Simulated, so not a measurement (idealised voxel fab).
Module name: voxel wiring stack (process module)
This is section cut - it's 220 nm across, gridded in 5 nm square cells.
A cross-section is written here as square cells arranged in a grid, and it is given in bands from the top down, each band taking up one or more rows of cells. Heights first: top, then bottom, in nm. Then materials, left to right, each with a width in nm. "throughout" on a single material: fills the band edge to edge. "blank": empty space. Below 0: as-received wafer, all one material; heights counted from there. Lowest band: no bottom, goes on down, written "z 0 and below". The notation "30 to 40" denotes a width that varies across the rows of cells in the band, beginning at the first number in the top row, finishing at the second number in the bottom row, and changing by an identical amount from each row to the next. "no change occurred" after a step means that no cell of the cross-section changed. "Sealed internal cavities": empty spaces of 8 cells or more with no open way to the top, each given as width x height at distance, distance from the left edge, all in nm. after a step's settings: what the simulator itself notes on the step. Steps that use a mask can have "overlay nm" on their line. It says how far the mask sat to the right of where it was meant to be. Negative means to the left.
So here's the lineup of process steps we planned:
1) RECEIVE (material Si)
2) CONFORMAL_DEP (material SiO2; thk nm 15)
3) CONFORMAL_DEP (material SiN; thk nm 5)
4) DIRECTIONAL_DEP (material SiO2; thk nm 25)
5) MASKED_ETCH (tone open; mask id METAL_1; width nm 25; pitch nm 45; etch materials SiO2; depth nm 25; overlay nm 0)
6) MASKED_ETCH (tone open; mask id METAL_1; width nm 25; pitch nm 45; etch materials SiN; depth nm 5; overlay nm 0)
7) CONFORMAL_DEP (material TiN; thk nm 5)
8) FILL_DEP (material Cu; thk nm 10)
9) CMP (height nm 45)
10) CONFORMAL_DEP (material SiCN; thk nm 5)
11) DIRECTIONAL_DEP (material SiO2; thk nm 15)
12) MASKED_ETCH (tone open; mask id PLUG_1; width nm 15; pitch nm 45; etch materials SiO2; depth nm 15; overlay nm 0)
13) MASKED_ETCH (tone open; mask id PLUG_1; width nm 15; pitch nm 45; etch materials SiCN; depth nm 5; overlay nm 0)
14) EPI (material Ru; thk nm 10)
15) EPI (material Ru; thk nm 10)
16) CONFORMAL_DEP (material SiN; thk nm 5)
17) DIRECTIONAL_DEP (material lowk; thk nm 20)
18) PATTERN (tone open; mask id METAL_2; material resist; width nm 25; pitch nm 45; thk nm 20; overlay nm 0)
19) DIRECTIONAL_ETCH (etch materials lowk; depth nm 20)
20) DIRECTIONAL_ETCH (etch materials SiN; depth nm 5)
21) STRIP (etch materials resist)
22) CONFORMAL_DEP (material TiN; thk nm 5)
23) FILL_DEP (material Cu; thk nm 10)
24) CMP (height nm 90)
25) CONFORMAL_DEP (material SiCN; thk nm 5)
26) DIRECTIONAL_DEP (material SiO2; thk nm 30)
27) MASKED_ETCH (tone open; mask id METAL_3_HOLES; width nm 15; pitch nm 45; etch materials SiO2; depth nm 30; overlay nm 0)
28) MASKED_ETCH (tone open; mask id METAL_3; width nm 25; pitch nm 45; etch materials SiO2; depth nm 20; overlay nm 0)
29) MASKED_ETCH (tone open; mask id METAL_3; width nm 25; pitch nm 45; etch materials SiCN; depth nm 5; overlay nm 0)
30) CONFORMAL_DEP (material TiN; thk nm 5)
31) FILL_DEP (material Cu; thk nm 10)
32) CMP (height nm 125)
33) CONFORMAL_DEP (material SiCN; thk nm 5)
34) DIRECTIONAL_DEP (material lowk; thk nm 25)
35) MASKED_ETCH (tone open; mask id METAL_4_HOLES; width nm 15; pitch nm 90; etch materials lowk; depth nm 25; overlay nm 0)
36) PATTERN (tone open; mask id METAL_4; material resist; width nm 25; pitch nm 45; thk nm 20; overlay nm 0)
37) DIRECTIONAL_ETCH (etch materials lowk; depth nm 15)
38) DIRECTIONAL_ETCH (etch materials SiCN; depth nm 5)
39) STRIP (etch materials resist)
40) CONFORMAL_DEP (material TiN; thk nm 5)
41) FILL_DEP (material Cu; thk nm 10)
42) CMP (height nm 155)
43) CONFORMAL_DEP (material SiCN; thk nm 5)
First of two wafers, processed according to plan:
As-received wafer cross-section (after step 1):
> z 0 and below | Si throughout
> Sealed internal cavities: none
Take a look at the wafer's cross-section after step 2:
> z 15 to 0 | SiO2 throughout
> Heights below 0 show no change.
Take a look at the wafer's cross-section after step 3:
> z 20 to 15 | SiN throughout
> Heights below 15 show no change.
Take a look at the wafer's cross-section after step 4:
> z 45 to 20 | SiO2 throughout
> Heights below 20 show no change.
Take a look at the wafer's cross-section after step 5:
> z 45 to 20 | 50 SiO2 / 25 blank / 20 SiO2 / 25 blank / 20 SiO2 / 25 blank / 55 SiO2
> Heights below 20 show no change.
Take a look at the wafer's cross-section after step 6:
> z 45 to 20 | 50 SiO2 / 25 blank / 20 SiO2 / 25 blank / 20 SiO2 / 25 blank / 55 SiO2
> z 20 to 15 | 50 SiN / 25 blank / 20 SiN / 25 blank / 20 SiN / 25 blank / 55 SiN
> Heights below 15 show no change.
Take a look at the wafer's cross-section after step 7:
> z 50 to 45 | 55 TiN / 15 blank / 30 TiN / 15 blank / 30 TiN / 15 blank / 60 TiN
> z 45 to 20 | 50 SiO2 / 5 TiN / 15 blank / 5 TiN / 20 SiO2 / 5 TiN / 15 blank / 5 TiN / 20 SiO2 / 5 TiN / 15 blank / 5 TiN / 55 SiO2
> z 20 to 15 | 50 SiN / 25 TiN / 20 SiN / 25 TiN / 20 SiN / 25 TiN / 55 SiN
> Heights below 15 show no change.
Take a look at the wafer's cross-section after step 8:
> z 60 to 50 | Cu throughout
> z 50 to 45 | 55 TiN / 15 Cu / 30 TiN / 15 Cu / 30 TiN / 15 Cu / 60 TiN
> z 45 to 20 | 50 SiO2 / 5 TiN / 15 Cu / 5 TiN / 20 SiO2 / 5 TiN / 15 Cu / 5 TiN / 20 SiO2 / 5 TiN / 15 Cu / 5 TiN / 55 SiO2
> Heights below 20 show no change.
Take a look at the wafer's cross-section after step 9:
> z 45 to 20 | 50 SiO2 / 5 TiN / 15 Cu / 5 TiN / 20 SiO2 / 5 TiN / 15 Cu / 5 TiN / 20 SiO2 / 5 TiN / 15 Cu / 5 TiN / 55 SiO2
> Heights below 20 show no change.
Take a look at the wafer's cross-section after step 10:
> z 50 to 45 | SiCN throughout
> Heights below 45 show no change.
Take a look at the wafer's cross-section after step 11:
> z 65 to 50 | SiO2 throughout
> Heights below 50 show no change.
Take a look at the wafer's cross-section after step 12:
> z 65 to 50 | 50 SiO2 / 15 blank / 30 SiO2 / 15 blank / 30 SiO2 / 15 blank / 65 SiO2
> Heights below 50 show no change.
Take a look at the wafer's cross-section after step 13:
> z 65 to 50 | 50 SiO2 / 15 blank / 30 SiO2 / 15 blank / 30 SiO2 / 15 blank / 65 SiO2
> z 50 to 45 | 50 SiCN / 15 blank / 30 SiCN / 15 blank / 30 SiCN / 15 blank / 65 SiCN
> Heights below 45 show no change.
Take a look at the wafer's cross-section after step 14:
> z 65 to 55 | 50 SiO2 / 15 blank / 30 SiO2 / 15 blank / 30 SiO2 / 15 blank / 65 SiO2
> z 55 to 50 | 50 SiO2 / 15 Ru / 30 SiO2 / 15 Ru / 30 SiO2 / 15 Ru / 65 SiO2
> z 50 to 45 | 50 SiCN / 15 Ru / 30 SiCN / 15 Ru / 30 SiCN / 15 Ru / 65 SiCN
> Heights below 45 show no change.
Take a look at the wafer's cross-section after step 15:
> z 65 to 50 | 50 SiO2 / 15 Ru / 30 SiO2 / 15 Ru / 30 SiO2 / 15 Ru / 65 SiO2
> Heights below 50 show no change.
Take a look at the wafer's cross-section after step 16:
> z 70 to 65 | SiN throughout
> Heights below 65 show no change.
Take a look at the wafer's cross-section after step 17:
> z 90 to 70 | lowk throughout
> Heights below 70 show no change.
Take a look at the wafer's cross-section after step 18:
> z 110 to 90 | 50 resist / 25 blank / 20 resist / 25 blank / 20 resist / 25 blank / 55 resist
> Heights below 90 show no change.
Take a look at the wafer's cross-section after step 19:
> z 110 to 90 | 50 resist / 25 blank / 20 resist / 25 blank / 20 resist / 25 blank / 55 resist
> z 90 to 70 | 50 lowk / 25 blank / 20 lowk / 25 blank / 20 lowk / 25 blank / 55 lowk
> Heights below 70 show no change.
Take a look at the wafer's cross-section after step 20:
> z 110 to 90 | 50 resist / 25 blank / 20 resist / 25 blank / 20 resist / 25 blank / 55 resist
> z 90 to 70 | 50 lowk / 25 blank / 20 lowk / 25 blank / 20 lowk / 25 blank / 55 lowk
> z 70 to 65 | 50 SiN / 25 blank / 20 SiN / 25 blank / 20 SiN / 25 blank / 55 SiN
> Heights below 65 show no change.
Take a look at the wafer's cross-section after step 21:
> z 90 to 70 | 50 lowk / 25 blank / 20 lowk / 25 blank / 20 lowk / 25 blank / 55 lowk
> Heights below 70 show no change.
Take a look at the wafer's cross-section after step 22:
> z 95 to 90 | 55 TiN / 15 blank / 30 TiN / 15 blank / 30 TiN / 15 blank / 60 TiN
> z 90 to 70 | 50 lowk / 5 TiN / 15 blank / 5 TiN / 20 lowk / 5 TiN / 15 blank / 5 TiN / 20 lowk / 5 TiN / 15 blank / 5 TiN / 55 lowk
> z 70 to 65 | 50 SiN / 25 TiN / 20 SiN / 25 TiN / 20 SiN / 25 TiN / 55 SiN
> Heights below 65 show no change.
Take a look at the wafer's cross-section after step 23:
> z 105 to 95 | Cu throughout
> z 95 to 90 | 55 TiN / 15 Cu / 30 TiN / 15 Cu / 30 TiN / 15 Cu / 60 TiN
> z 90 to 70 | 50 lowk / 5 TiN / 15 Cu / 5 TiN / 20 lowk / 5 TiN / 15 Cu / 5 TiN / 20 lowk / 5 TiN / 15 Cu / 5 TiN / 55 lowk
> Heights below 70 show no change.
Take a look at the wafer's cross-section after step 24:
> z 90 to 70 | 50 lowk / 5 TiN / 15 Cu / 5 TiN / 20 lowk / 5 TiN / 15 Cu / 5 TiN / 20 lowk / 5 TiN / 15 Cu / 5 TiN / 55 lowk
> Heights below 70 show no change.
Take a look at the wafer's cross-section after step 25:
> z 95 to 90 | SiCN throughout
> Heights below 90 show no change.
Take a look at the wafer's cross-section after step 26:
> z 125 to 95 | SiO2 throughout
> Heights below 95 show no change.
Take a look at the wafer's cross-section after step 27:
> z 125 to 95 | 50 SiO2 / 15 blank / 30 SiO2 / 15 blank / 30 SiO2 / 15 blank / 65 SiO2
> Heights below 95 show no change.
Take a look at the wafer's cross-section after step 28:
> z 125 to 105 | 50 SiO2 / 25 blank / 20 SiO2 / 25 blank / 20 SiO2 / 25 blank / 55 SiO2
> Heights below 105 show no change.
Take a look at the wafer's cross-section after step 29:
> z 125 to 105 | 50 SiO2 / 25 blank / 20 SiO2 / 25 blank / 20 SiO2 / 25 blank / 55 SiO2
> z 105 to 95 | 50 SiO2 / 15 blank / 30 SiO2 / 15 blank / 30 SiO2 / 15 blank / 65 SiO2
> z 95 to 90 | 50 SiCN / 15 blank / 30 SiCN / 15 blank / 30 SiCN / 15 blank / 65 SiCN
> Heights below 90 show no change.
Take a look at the wafer's cross-section after step 30:
> z 130 to 125 | 55 TiN / 15 blank / 30 TiN / 15 blank / 30 TiN / 15 blank / 60 TiN
> z 125 to 110 | 50 SiO2 / 5 TiN / 15 blank / 5 TiN / 20 SiO2 / 5 TiN / 15 blank / 5 TiN / 20 SiO2 / 5 TiN / 15 blank / 5 TiN / 55 SiO2
> z 110 to 105 | 50 SiO2 / 5 TiN / 5 blank / 15 TiN / 20 SiO2 / 5 TiN / 5 blank / 15 TiN / 20 SiO2 / 5 TiN / 5 blank / 15 TiN / 55 SiO2
> z 105 to 95 | 50 SiO2 / 5 TiN / 5 blank / 5 TiN / 30 SiO2 / 5 TiN / 5 blank / 5 TiN / 30 SiO2 / 5 TiN / 5 blank / 5 TiN / 65 SiO2
> z 95 to 90 | 50 SiCN / 15 TiN / 30 SiCN / 15 TiN / 30 SiCN / 15 TiN / 65 SiCN
> Heights below 90 show no change.
Take a look at the wafer's cross-section after step 31:
> z 140 to 130 | Cu throughout
> z 130 to 125 | 55 TiN / 15 Cu / 30 TiN / 15 Cu / 30 TiN / 15 Cu / 60 TiN
> z 125 to 110 | 50 SiO2 / 5 TiN / 15 Cu / 5 TiN / 20 SiO2 / 5 TiN / 15 Cu / 5 TiN / 20 SiO2 / 5 TiN / 15 Cu / 5 TiN / 55 SiO2
> z 110 to 105 | 50 SiO2 / 5 TiN / 5 Cu / 15 TiN / 20 SiO2 / 5 TiN / 5 Cu / 15 TiN / 20 SiO2 / 5 TiN / 5 Cu / 15 TiN / 55 SiO2
> z 105 to 95 | 50 SiO2 / 5 TiN / 5 Cu / 5 TiN / 30 SiO2 / 5 TiN / 5 Cu / 5 TiN / 30 SiO2 / 5 TiN / 5 Cu / 5 TiN / 65 SiO2
> Heights below 95 show no change.
Take a look at the wafer's cross-section after step 32:
> z 125 to 110 | 50 SiO2 / 5 TiN / 15 Cu / 5 TiN / 20 SiO2 / 5 TiN / 15 Cu / 5 TiN / 20 SiO2 / 5 TiN / 15 Cu / 5 TiN / 55 SiO2
> Heights below 110 show no change.
Take a look at the wafer's cross-section after step 33:
> z 130 to 125 | SiCN throughout
> Heights below 125 show no change.
Take a look at the wafer's cross-section after step 34:
> z 155 to 130 | lowk throughout
> Heights below 130 show no change.
Take a look at the wafer's cross-section after step 35:
> z 155 to 130 | 50 lowk / 15 blank / 75 lowk / 15 blank / 65 lowk
> Heights below 130 show no change.
Take a look at the wafer's cross-section after step 36:
> z 175 to 155 | 50 resist / 25 blank / 20 resist / 25 blank / 20 resist / 25 blank / 55 resist
> Heights below 155 show no change.
Take a look at the wafer's cross-section after step 37:
> z 175 to 155 | 50 resist / 25 blank / 20 resist / 25 blank / 20 resist / 25 blank / 55 resist
> z 155 to 140 | 50 lowk / 25 blank / 20 lowk / 25 blank / 20 lowk / 25 blank / 55 lowk
> Heights below 140 show no change.
Take a look at the wafer's cross-section after step 38:
> z 175 to 155 | 50 resist / 25 blank / 20 resist / 25 blank / 20 resist / 25 blank / 55 resist
> z 155 to 140 | 50 lowk / 25 blank / 20 lowk / 25 blank / 20 lowk / 25 blank / 55 lowk
> z 140 to 130 | 50 lowk / 15 blank / 75 lowk / 15 blank / 65 lowk
> z 130 to 125 | 50 SiCN / 15 blank / 75 SiCN / 15 blank / 65 SiCN
> Heights below 125 show no change.
Take a look at the wafer's cross-section after step 39:
> z 155 to 140 | 50 lowk / 25 blank / 20 lowk / 25 blank / 20 lowk / 25 blank / 55 lowk
> Heights below 140 show no change.
Take a look at the wafer's cross-section after step 40:
> z 160 to 155 | 55 TiN / 15 blank / 30 TiN / 15 blank / 30 TiN / 15 blank / 60 TiN
> z 155 to 145 | 50 lowk / 5 TiN / 15 blank / 5 TiN / 20 lowk / 5 TiN / 15 blank / 5 TiN / 20 lowk / 5 TiN / 15 blank / 5 TiN / 55 lowk
> z 145 to 140 | 50 lowk / 5 TiN / 5 blank / 15 TiN / 20 lowk / 25 TiN / 20 lowk / 5 TiN / 5 blank / 15 TiN / 55 lowk
> z 140 to 130 | 50 lowk / 5 TiN / 5 blank / 5 TiN / 75 lowk / 5 TiN / 5 blank / 5 TiN / 65 lowk
> z 130 to 125 | 50 SiCN / 15 TiN / 75 SiCN / 15 TiN / 65 SiCN
> Heights below 125 show no change.
Take a look at the wafer's cross-section after step 41:
> z 170 to 160 | Cu throughout
> z 160 to 155 | 55 TiN / 15 Cu / 30 TiN / 15 Cu / 30 TiN / 15 Cu / 60 TiN
> z 155 to 145 | 50 lowk / 5 TiN / 15 Cu / 5 TiN / 20 lowk / 5 TiN / 15 Cu / 5 TiN / 20 lowk / 5 TiN / 15 Cu / 5 TiN / 55 lowk
> z 145 to 140 | 50 lowk / 5 TiN / 5 Cu / 15 TiN / 20 lowk / 25 TiN / 20 lowk / 5 TiN / 5 Cu / 15 TiN / 55 lowk
> z 140 to 130 | 50 lowk / 5 TiN / 5 Cu / 5 TiN / 75 lowk / 5 TiN / 5 Cu / 5 TiN / 65 lowk
> Heights below 130 show no change.
Take a look at the wafer's cross-section after step 42:
> z 155 to 145 | 50 lowk / 5 TiN / 15 Cu / 5 TiN / 20 lowk / 5 TiN / 15 Cu / 5 TiN / 20 lowk / 5 TiN / 15 Cu / 5 TiN / 55 lowk
> Heights below 145 show no change.
Take a look at the wafer's cross-section after step 43:
> z 160 to 155 | SiCN throughout
> Heights below 155 show no change.
Wafer two. Same start, same plan, one slip in execution. Same as wafer one through step 25, inclusive:
The second wafer in cross-section, at the planned close of step 26:
> z 155 to 95 | SiO2 throughout
> Heights below 95 show no change.
The second wafer in cross-section, at the planned close of step 27:
> z 155 to 125 | 50 SiO2 / 15 blank / 30 SiO2 / 15 blank / 30 SiO2 / 15 blank / 65 SiO2
> Heights below 125 show no change.
The second wafer in cross-section, at the planned close of step 28:
> z 155 to 135 | 50 SiO2 / 25 blank / 20 SiO2 / 25 blank / 20 SiO2 / 25 blank / 55 SiO2
> z 135 to 105 | 50 SiO2 / 15 blank / 30 SiO2 / 15 blank / 30 SiO2 / 15 blank / 65 SiO2
> Heights below 105 show no change.
The second wafer in cross-section, at the planned close of step 29: no change occurred
The second wafer in cross-section, at the planned close of step 30:
> z 160 to 155 | 55 TiN / 15 blank / 30 TiN / 15 blank / 30 TiN / 15 blank / 60 TiN
> z 155 to 140 | 50 SiO2 / 5 TiN / 15 blank / 5 TiN / 20 SiO2 / 5 TiN / 15 blank / 5 TiN / 20 SiO2 / 5 TiN / 15 blank / 5 TiN / 55 SiO2
> z 140 to 135 | 50 SiO2 / 5 TiN / 5 blank / 15 TiN / 20 SiO2 / 5 TiN / 5 blank / 15 TiN / 20 SiO2 / 5 TiN / 5 blank / 15 TiN / 55 SiO2
> z 135 to 110 | 50 SiO2 / 5 TiN / 5 blank / 5 TiN / 30 SiO2 / 5 TiN / 5 blank / 5 TiN / 30 SiO2 / 5 TiN / 5 blank / 5 TiN / 65 SiO2
> z 110 to 105 | 50 SiO2 / 15 TiN / 30 SiO2 / 15 TiN / 30 SiO2 / 15 TiN / 65 SiO2
> Heights below 105 show no change.
The second wafer in cross-section, at the planned close of step 31:
> z 170 to 160 | Cu throughout
> z 160 to 155 | 55 TiN / 15 Cu / 30 TiN / 15 Cu / 30 TiN / 15 Cu / 60 TiN
> z 155 to 140 | 50 SiO2 / 5 TiN / 15 Cu / 5 TiN / 20 SiO2 / 5 TiN / 15 Cu / 5 TiN / 20 SiO2 / 5 TiN / 15 Cu / 5 TiN / 55 SiO2
> z 140 to 135 | 50 SiO2 / 5 TiN / 5 Cu / 15 TiN / 20 SiO2 / 5 TiN / 5 Cu / 15 TiN / 20 SiO2 / 5 TiN / 5 Cu / 15 TiN / 55 SiO2
> z 135 to 110 | 50 SiO2 / 5 TiN / 5 Cu / 5 TiN / 30 SiO2 / 5 TiN / 5 Cu / 5 TiN / 30 SiO2 / 5 TiN / 5 Cu / 5 TiN / 65 SiO2
> Heights below 110 show no change.
The second wafer in cross-section, at the planned close of step 32:
> z 125 to 110 | 50 SiO2 / 5 TiN / 5 Cu / 5 TiN / 30 SiO2 / 5 TiN / 5 Cu / 5 TiN / 30 SiO2 / 5 TiN / 5 Cu / 5 TiN / 65 SiO2
> Heights below 110 show no change.
The second wafer in cross-section, at the planned close of step 33:
> z 130 to 125 | SiCN throughout
> Heights below 125 show no change.
The second wafer in cross-section, at the planned close of step 34:
> z 155 to 130 | lowk throughout
> Heights below 130 show no change.
The second wafer in cross-section, at the planned close of step 35:
> z 155 to 130 | 50 lowk / 15 blank / 75 lowk / 15 blank / 65 lowk
> Heights below 130 show no change.
The second wafer in cross-section, at the planned close of step 36:
> z 175 to 155 | 50 resist / 25 blank / 20 resist / 25 blank / 20 resist / 25 blank / 55 resist
> Heights below 155 show no change.
The second wafer in cross-section, at the planned close of step 37:
> z 175 to 155 | 50 resist / 25 blank / 20 resist / 25 blank / 20 resist / 25 blank / 55 resist
> z 155 to 140 | 50 lowk / 25 blank / 20 lowk / 25 blank / 20 lowk / 25 blank / 55 lowk
> Heights below 140 show no change.
The second wafer in cross-section, at the planned close of step 38:
> z 175 to 155 | 50 resist / 25 blank / 20 resist / 25 blank / 20 resist / 25 blank / 55 resist
> z 155 to 140 | 50 lowk / 25 blank / 20 lowk / 25 blank / 20 lowk / 25 blank / 55 lowk
> z 140 to 130 | 50 lowk / 15 blank / 75 lowk / 15 blank / 65 lowk
> z 130 to 125 | 50 SiCN / 15 blank / 75 SiCN / 15 blank / 65 SiCN
> Heights below 125 show no change.
The second wafer in cross-section, at the planned close of step 39:
> z 155 to 140 | 50 lowk / 25 blank / 20 lowk / 25 blank / 20 lowk / 25 blank / 55 lowk
> Heights below 140 show no change.
The second wafer in cross-section, at the planned close of step 40:
> z 160 to 155 | 55 TiN / 15 blank / 30 TiN / 15 blank / 30 TiN / 15 blank / 60 TiN
> z 155 to 145 | 50 lowk / 5 TiN / 15 blank / 5 TiN / 20 lowk / 5 TiN / 15 blank / 5 TiN / 20 lowk / 5 TiN / 15 blank / 5 TiN / 55 lowk
> z 145 to 140 | 50 lowk / 5 TiN / 5 blank / 15 TiN / 20 lowk / 25 TiN / 20 lowk / 5 TiN / 5 blank / 15 TiN / 55 lowk
> z 140 to 130 | 50 lowk / 5 TiN / 5 blank / 5 TiN / 75 lowk / 5 TiN / 5 blank / 5 TiN / 65 lowk
> z 130 to 125 | 50 SiCN / 15 TiN / 75 SiCN / 15 TiN / 65 SiCN
> Heights below 125 show no change.
The second wafer in cross-section, at the planned close of step 41:
> z 170 to 160 | Cu throughout
> z 160 to 155 | 55 TiN / 15 Cu / 30 TiN / 15 Cu / 30 TiN / 15 Cu / 60 TiN
> z 155 to 145 | 50 lowk / 5 TiN / 15 Cu / 5 TiN / 20 lowk / 5 TiN / 15 Cu / 5 TiN / 20 lowk / 5 TiN / 15 Cu / 5 TiN / 55 lowk
> z 145 to 140 | 50 lowk / 5 TiN / 5 Cu / 15 TiN / 20 lowk / 25 TiN / 20 lowk / 5 TiN / 5 Cu / 15 TiN / 55 lowk
> z 140 to 130 | 50 lowk / 5 TiN / 5 Cu / 5 TiN / 75 lowk / 5 TiN / 5 Cu / 5 TiN / 65 lowk
> Heights below 130 show no change.
The second wafer in cross-section, at the planned close of step 42:
> z 155 to 145 | 50 lowk / 5 TiN / 15 Cu / 5 TiN / 20 lowk / 5 TiN / 15 Cu / 5 TiN / 20 lowk / 5 TiN / 15 Cu / 5 TiN / 55 lowk
> Heights below 145 show no change.
The second wafer in cross-section, at the planned close of step 43:
> z 160 to 155 | SiCN throughout
> Heights below 155 show no change.
So what did we get wrong on this run? it should be noted that step 26 of the plan was executed twice
The final cell counts differ between the wafers, with the second having more or fewer of some materials than the first: 27 fewer of Cu, 9 more of SiCN, 42 more of SiO2, 24 fewer of TiN
